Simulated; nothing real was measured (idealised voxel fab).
Module name: voxel transistor to metal (process module)
Xsec cut, 160 nm wide, square cell size 5 nm.
In what follows, cross-sections appear as grids of square cells, described through bands that run from the top down, where every band is one or more rows of cells.
Within each band entry, the heights of the top and of the bottom of the band appear first, in that order and in nm; the materials of the band then follow from left to right, each with its corresponding width in nm. The designation "everywhere" on a single material indicates that it fills the band from edge to edge; the designation "empty" indicates empty space.
Height is counted from the level 0, under which the received wafer is composed throughout of one material. The lowest of the bands is not closed at the bottom but continues downward, in the notation "0 nm and below".
It should be noted that a width expressed as "30->40" varies in equal increments from row to row of cells within the band, taking the value of the first number at the top row and that of the second number at the bottom row.
Where a step carries "nothing different", the cross-section came out of it unchanged, cell for cell.
Heads up: "Closed void table" only lists the empty pockets with no open path to the top that are 8 cells or more, and it writes them as width x height at distance, distance from the left edge, in nm.
That trailing text on a step's line, after the settings, is the simulator's own remark on the step.
A step's line can hold "overlay nm"; with a mask on that step, the setting says how far right of the planned place the mask lay, while a negative setting says it lay to the left.
### The process steps that were planned are listed below
| 1 | RECEIVE: material Si |
| 2 | CONFORMAL_DEP: material SiO2, thk nm 5 |
| 3 | CONFORMAL_DEP: material SiN, thk nm 15 |
| 4 | DIRECTIONAL_DEP: material aC, thk nm 10 |
| 5 | PATTERN: tone cover, mask id ACTIVE, material resist, width nm 90, thk nm 30, overlay nm 0 |
| 6 | DIRECTIONAL_ETCH: etch materials aC, depth nm 10 |
| 7 | STRIP: etch materials resist |
| 8 | DIRECTIONAL_ETCH: etch materials SiN, depth nm 15 |
| 9 | DIRECTIONAL_ETCH: etch materials SiO2, depth nm 5 |
| 10 | DIRECTIONAL_ETCH: etch materials Si, depth nm 35 |
| 11 | STRIP: etch materials aC |
| 12 | FILL_DEP: material SiO2, thk nm 5 |
| 13 | CMP: height nm 20 |
| 14 | SELECTIVE_ETCH: etch materials SiO2, depth nm 10 |
| 15 | STRIP: etch materials SiN |
| 16 | SELECTIVE_ETCH: etch materials SiO2, depth nm 5 |
| 17 | OXIDIZE: depth nm 5 |
| 18 | DIRECTIONAL_DEP: material polySi, thk nm 20 |
| 19 | DIRECTIONAL_DEP: material SiCN, thk nm 10 |
| 20 | PATTERN: tone cover, mask id GATE, material resist, width nm 20, thk nm 20, overlay nm 0 |
| 21 | DIRECTIONAL_ETCH: etch materials SiCN, depth nm 20 |
| 22 | DIRECTIONAL_ETCH: etch materials polySi, depth nm 30 |
| 23 | STRIP: etch materials resist |
| 24 | CONFORMAL_DEP: material SiN, thk nm 5 |
| 25 | DIRECTIONAL_ETCH: etch materials SiN, depth nm 5 |
| 26 | DIRECTIONAL_ETCH: etch materials SiO2, depth nm 5 |
| 27 | DIRECTIONAL_ETCH: etch materials Si, depth nm 10 |
| 28 | EPI: material SiGe, thk nm 10 |
| 29 | FILL_DEP: material SiO2, thk nm 10 |
| 30 | CMP: height nm 30 |
| 31 | DIRECTIONAL_DEP: material SiO2, thk nm 15 |
| 32 | MASKED_ETCH: tone open, mask id CONTACT, width nm 15, pitch nm 65, etch materials SiO2, depth nm 50, overlay nm 0 |
| 33 | CONFORMAL_DEP: material TiN, thk nm 5 |
| 34 | FILL_DEP: material W, thk nm 5 |
| 35 | CMP: height nm 45 |
| 36 | DIRECTIONAL_DEP: material TiN, thk nm 5 |
| 37 | DIRECTIONAL_DEP: material Ru, thk nm 15 |
| 38 | MASKED_ETCH: tone cover, mask id METAL_1, width nm 15, pitch nm 65, etch materials Ru, depth nm 15, overlay nm 0 |
| 39 | MASKED_ETCH: tone cover, mask id METAL_1, width nm 15, pitch nm 65, etch materials TiN, depth nm 5, overlay nm 0 |
| 40 | FILL_DEP: material lowk, thk nm 5 |
| 41 | CMP: height nm 65 |
| 42 | CONFORMAL_DEP: material SiCN, thk nm 5 |
| 43 | DIRECTIONAL_DEP: material lowk, thk nm 25 |
| 44 | MASKED_ETCH: tone open, mask id METAL_2, width nm 15, pitch nm 65, etch materials lowk, depth nm 15, overlay nm 0 |
| 45 | PATTERN: tone open, mask id METAL_2_HOLES, material resist, width nm 15, pitch nm 65, thk nm 20, overlay nm 0 |
| 46 | DIRECTIONAL_ETCH: etch materials lowk, depth nm 10 |
| 47 | DIRECTIONAL_ETCH: etch materials SiCN, depth nm 5 |
| 48 | STRIP: etch materials resist |
| 49 | CONFORMAL_DEP: material TiN, thk nm 5 |
| 50 | FILL_DEP: material Cu, thk nm 10 |
| 51 | CMP: height nm 95 |
| 52 | CONFORMAL_DEP: material SiCN, thk nm 5 |
### Incoming wafer, cross-sectional view, post step 1
	0 nm and below: Si everywhere
	Closed void table: none
### The following cross-section depicts the wafer upon conclusion of the module. Processing commenced from the starting condition illustrated above and adhered to the plan illustrated above, save for one mistake in execution
	100 nm to 95 nm: SiCN everywhere
	95 nm to 90 nm: 40 nm SiCN / 15 nm TiN / 50 nm SiCN / 15 nm TiN / 40 nm SiCN
	90 nm to 65 nm: lowk everywhere
	65 nm to 50 nm: 40 nm lowk / 15 nm Ru / 50 nm lowk / 15 nm Ru / 40 nm lowk
	50 nm to 45 nm: 40 nm lowk / 15 nm TiN / 50 nm lowk / 15 nm TiN / 40 nm lowk
	45 nm to 30 nm: 40 nm SiO2 / 5 nm TiN / 5 nm W / 5 nm TiN / 50 nm SiO2 / 5 nm TiN / 5 nm W / 5 nm TiN / 40 nm SiO2
	30 nm to 20 nm: 40 nm SiO2 / 5 nm TiN / 5 nm W / 5 nm TiN / 10 nm SiO2 / 5 nm SiN / 20 nm SiCN / 5 nm SiN / 10 nm SiO2 / 5 nm TiN / 5 nm W / 5 nm TiN / 40 nm SiO2
	20 nm to 5 nm: 40 nm SiO2 / 5 nm TiN / 5 nm W / 5 nm TiN / 10 nm SiO2 / 5 nm SiN / 20 nm polySi / 5 nm SiN / 10 nm SiO2 / 5 nm TiN / 5 nm W / 5 nm TiN / 40 nm SiO2
	5 nm to 0 nm: 30 nm SiO2 / 5 nm SiN / 5 nm SiO2 / 5 nm TiN / 5 nm W / 5 nm TiN / 10 nm SiGe / 5 nm SiN / 20 nm polySi / 5 nm SiN / 10 nm SiGe / 5 nm TiN / 5 nm W / 5 nm TiN / 5 nm SiO2 / 5 nm SiN / 30 nm SiO2
	0 nm to -5 nm: 40 nm SiO2 / 15 nm TiN / 10 nm SiGe / 30 nm SiO2 / 10 nm SiGe / 15 nm TiN / 40 nm SiO2
	-5 nm to -15 nm: 35 nm SiO2 / 30 nm SiGe / 30 nm Si / 30 nm SiGe / 35 nm SiO2
	-15 nm to -35 nm: 35 nm SiO2 / 90 nm Si / 35 nm SiO2
	-35 nm and below: Si everywhere
	Closed void table: none
Finding, execution versus plan: the executed order of steps 42 and 43 is the reverse of that specified in the plan, each step having taken the other's position
